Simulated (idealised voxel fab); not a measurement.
process module | voxel wiring stack
cross-section cut | 145 nm wide | cells 5 nm
A cross-section is a grid of square cells, given in bands from the top down. A band is one or more rows of cells.
Each band's line starts with the height of the band's top and of its bottom, in nm. Then come its materials from left to right, each with its width in nm. One material with "throughout" fills the band from edge to edge. "air" is empty space.
Height 0 is the level under which the wafer as received is all one material. The lowest band goes on downwards, as in "0 down".
A width such as "30 to 40" changes by the same amount from each row of cells to the next, from the band's top row to its bottom row.
"no change" after a step means that no cell of the cross-section changed.
closed voids: empty space of 8 cells or more with no open way to the top, each as width x height at its distance from the left edge, in nm
after a step's settings: what the simulator itself notes on the step
overlay nm, on a step with a mask: how far to the right of its planned place the mask lay; to the left if negative
plan
1 op RECEIVE | material Si
2 op CONFORMAL_DEP | material SiO2 | thk nm 15
3 op DIRECTIONAL_DEP | material TiN | thk nm 5
4 op DIRECTIONAL_DEP | material W | thk nm 15
5 op MASKED_ETCH | tone cover | mask id METAL_1 | width nm 20 | pitch nm 45 | etch materials W | depth nm 15 | overlay nm 0
6 op MASKED_ETCH | tone cover | mask id METAL_1 | width nm 20 | pitch nm 45 | etch materials TiN | depth nm 5 | overlay nm 0
7 op FILL_DEP | material lowk | thk nm 5
8 op CMP | height nm 35
9 op CONFORMAL_DEP | material SiCN | thk nm 5
10 op DIRECTIONAL_DEP | material lowk | thk nm 15
11 op DIRECTIONAL_DEP | material aC | thk nm 15
12 op PATTERN | tone open | mask id PLUG_1 | material resist | width nm 15 | thk nm 30 | overlay nm 0
13 op DIRECTIONAL_ETCH | etch materials aC | depth nm 15
14 op STRIP | etch materials resist
15 op DIRECTIONAL_ETCH | etch materials lowk | depth nm 15
16 op DIRECTIONAL_ETCH | etch materials SiCN | depth nm 5
17 op STRIP | etch materials aC
18 op CONFORMAL_DEP | material TiN | thk nm 5
19 op FILL_DEP | material Ru | thk nm 5
20 op CMP | height nm 55
21 op CONFORMAL_DEP | material SiN | thk nm 5
22 op DIRECTIONAL_DEP | material SiO2 | thk nm 15
23 op PATTERN | tone open | mask id METAL_2 | material resist | width nm 20 | pitch nm 45 | thk nm 20 | overlay nm 0
24 op DIRECTIONAL_ETCH | etch materials SiO2 | depth nm 15
25 op DIRECTIONAL_ETCH | etch materials SiN | depth nm 5
26 op STRIP | etch materials resist
27 op CONFORMAL_DEP | material TiN | thk nm 5
28 op FILL_DEP | material Ru | thk nm 10
29 op CMP | height nm 75
30 op CONFORMAL_DEP | material SiN | thk nm 5
first wafer, as planned
as received, after step 1
  0 down: Si throughout
  closed voids: none
after step 2
  15 to 0: SiO2 throughout
  below 0: unchanged
after step 3
  20 to 15: TiN throughout
  below 15: unchanged
after step 4
  35 to 20: W throughout
  below 20: unchanged
after step 5
  35 to 20: air 40 | W 20 | air 25 | W 20 | air 40
  below 20: unchanged
after step 6
  35 to 20: air 40 | W 20 | air 25 | W 20 | air 40
  20 to 15: air 40 | TiN 20 | air 25 | TiN 20 | air 40
  below 15: unchanged
after step 7
  40 to 35: lowk throughout
  35 to 20: lowk 40 | W 20 | lowk 25 | W 20 | lowk 40
  20 to 15: lowk 40 | TiN 20 | lowk 25 | TiN 20 | lowk 40
  below 15: unchanged
after step 8
  35 to 20: lowk 40 | W 20 | lowk 25 | W 20 | lowk 40
  below 20: unchanged
after step 9
  40 to 35: SiCN throughout
  below 35: unchanged
after step 10
  55 to 40: lowk throughout
  below 40: unchanged
after step 11
  70 to 55: aC throughout
  below 55: unchanged
after step 12
  100 to 70: resist 40 | air 15 | resist 90
  below 70: unchanged
after step 13
  85 to 70: resist 40 | air 15 | resist 90
  70 to 55: aC 40 | air 15 | aC 90
  below 55: unchanged
after step 14
  70 to 55: aC 40 | air 15 | aC 90
  below 55: unchanged
after step 15
  70 to 55: aC 40 | air 15 | aC 90
  55 to 40: lowk 40 | air 15 | lowk 90
  below 40: unchanged
after step 16
  70 to 55: aC 40 | air 15 | aC 90
  55 to 40: lowk 40 | air 15 | lowk 90
  40 to 35: SiCN 40 | air 15 | SiCN 90
  below 35: unchanged
after step 17
  55 to 40: lowk 40 | air 15 | lowk 90
  below 40: unchanged
after step 18
  60 to 55: TiN 45 | air 5 | TiN 95
  55 to 40: lowk 40 | TiN 5 | air 5 | TiN 5 | lowk 90
  40 to 35: SiCN 40 | TiN 15 | SiCN 90
  below 35: unchanged
after step 19
  65 to 60: Ru throughout
  60 to 55: TiN 45 | Ru 5 | TiN 95
  55 to 40: lowk 40 | TiN 5 | Ru 5 | TiN 5 | lowk 90
  below 40: unchanged
after step 20
  55 to 40: lowk 40 | TiN 5 | Ru 5 | TiN 5 | lowk 90
  below 40: unchanged
after step 21
  60 to 55: SiN throughout
  below 55: unchanged
after step 22
  75 to 60: SiO2 throughout
  below 60: unchanged
after step 23
  95 to 75: resist 40 | air 20 | resist 25 | air 20 | resist 40
  below 75: unchanged
after step 24
  95 to 75: resist 40 | air 20 | resist 25 | air 20 | resist 40
  75 to 60: SiO2 40 | air 20 | SiO2 25 | air 20 | SiO2 40
  below 60: unchanged
after step 25
  95 to 75: resist 40 | air 20 | resist 25 | air 20 | resist 40
  75 to 60: SiO2 40 | air 20 | SiO2 25 | air 20 | SiO2 40
  60 to 55: SiN 40 | air 20 | SiN 25 | air 20 | SiN 40
  below 55: unchanged
after step 26
  75 to 60: SiO2 40 | air 20 | SiO2 25 | air 20 | SiO2 40
  below 60: unchanged
after step 27
  80 to 75: TiN 45 | air 10 | TiN 35 | air 10 | TiN 45
  75 to 60: SiO2 40 | TiN 5 | air 10 | TiN 5 | SiO2 25 | TiN 5 | air 10 | TiN 5 | SiO2 40
  60 to 55: SiN 40 | TiN 20 | SiN 25 | TiN 20 | SiN 40
  below 55: unchanged
after step 28
  90 to 80: Ru throughout
  80 to 75: TiN 45 | Ru 10 | TiN 35 | Ru 10 | TiN 45
  75 to 60: SiO2 40 | TiN 5 | Ru 10 | TiN 5 | SiO2 25 | TiN 5 | Ru 10 | TiN 5 | SiO2 40
  below 60: unchanged
after step 29
  75 to 60: SiO2 40 | TiN 5 | Ru 10 | TiN 5 | SiO2 25 | TiN 5 | Ru 10 | TiN 5 | SiO2 40
  below 60: unchanged
after step 30
  80 to 75: SiN throughout
  below 75: unchanged
second wafer: like start, like plan, one mistake. Through step 3 it matches the first wafer
when step 4 should have ended
  35 to 20: SiN throughout
  below 20: unchanged
when step 5 should have ended: no change
when step 6 should have ended: no change
when step 7 should have ended
  40 to 35: lowk throughout
  below 35: unchanged
when step 8 should have ended
  35 to 20: SiN throughout
  below 20: unchanged
when step 9 should have ended
  40 to 35: SiCN throughout
  below 35: unchanged
when step 10 should have ended
  55 to 40: lowk throughout
  below 40: unchanged
when step 11 should have ended
  70 to 55: aC throughout
  below 55: unchanged
when step 12 should have ended
  100 to 70: resist 40 | air 15 | resist 90
  below 70: unchanged
when step 13 should have ended
  85 to 70: resist 40 | air 15 | resist 90
  70 to 55: aC 40 | air 15 | aC 90
  below 55: unchanged
when step 14 should have ended
  70 to 55: aC 40 | air 15 | aC 90
  below 55: unchanged
when step 15 should have ended
  70 to 55: aC 40 | air 15 | aC 90
  55 to 40: lowk 40 | air 15 | lowk 90
  below 40: unchanged
when step 16 should have ended
  70 to 55: aC 40 | air 15 | aC 90
  55 to 40: lowk 40 | air 15 | lowk 90
  40 to 35: SiCN 40 | air 15 | SiCN 90
  below 35: unchanged
when step 17 should have ended
  55 to 40: lowk 40 | air 15 | lowk 90
  below 40: unchanged
when step 18 should have ended
  60 to 55: TiN 45 | air 5 | TiN 95
  55 to 40: lowk 40 | TiN 5 | air 5 | TiN 5 | lowk 90
  40 to 35: SiCN 40 | TiN 15 | SiCN 90
  below 35: unchanged
when step 19 should have ended
  65 to 60: Ru throughout
  60 to 55: TiN 45 | Ru 5 | TiN 95
  55 to 40: lowk 40 | TiN 5 | Ru 5 | TiN 5 | lowk 90
  below 40: unchanged
when step 20 should have ended
  55 to 40: lowk 40 | TiN 5 | Ru 5 | TiN 5 | lowk 90
  below 40: unchanged
when step 21 should have ended
  60 to 55: SiN throughout
  below 55: unchanged
when step 22 should have ended
  75 to 60: SiO2 throughout
  below 60: unchanged
when step 23 should have ended
  95 to 75: resist 40 | air 20 | resist 25 | air 20 | resist 40
  below 75: unchanged
when step 24 should have ended
  95 to 75: resist 40 | air 20 | resist 25 | air 20 | resist 40
  75 to 60: SiO2 40 | air 20 | SiO2 25 | air 20 | SiO2 40
  below 60: unchanged
when step 25 should have ended
  95 to 75: resist 40 | air 20 | resist 25 | air 20 | resist 40
  75 to 60: SiO2 40 | air 20 | SiO2 25 | air 20 | SiO2 40
  60 to 55: SiN 40 | air 20 | SiN 25 | air 20 | SiN 40
  below 55: unchanged
when step 26 should have ended
  75 to 60: SiO2 40 | air 20 | SiO2 25 | air 20 | SiO2 40
  below 60: unchanged
when step 27 should have ended
  80 to 75: TiN 45 | air 10 | TiN 35 | air 10 | TiN 45
  75 to 60: SiO2 40 | TiN 5 | air 10 | TiN 5 | SiO2 25 | TiN 5 | air 10 | TiN 5 | SiO2 40
  60 to 55: SiN 40 | TiN 20 | SiN 25 | TiN 20 | SiN 40
  below 55: unchanged
when step 28 should have ended
  90 to 80: Ru throughout
  80 to 75: TiN 45 | Ru 10 | TiN 35 | Ru 10 | TiN 45
  75 to 60: SiO2 40 | TiN 5 | Ru 10 | TiN 5 | SiO2 25 | TiN 5 | Ru 10 | TiN 5 | SiO2 40
  below 60: unchanged
when step 29 should have ended
  75 to 60: SiO2 40 | TiN 5 | Ru 10 | TiN 5 | SiO2 25 | TiN 5 | Ru 10 | TiN 5 | SiO2 40
  below 60: unchanged
when step 30 should have ended
  80 to 75: SiN throughout
  below 75: unchanged
what went wrong: step 4 ran as: op DIRECTIONAL_DEP | material SiN | thk nm 15
at the end the second wafer has, in cells: 87 more of SiN | 21 more of TiN | 24 fewer of W | 84 fewer of lowk
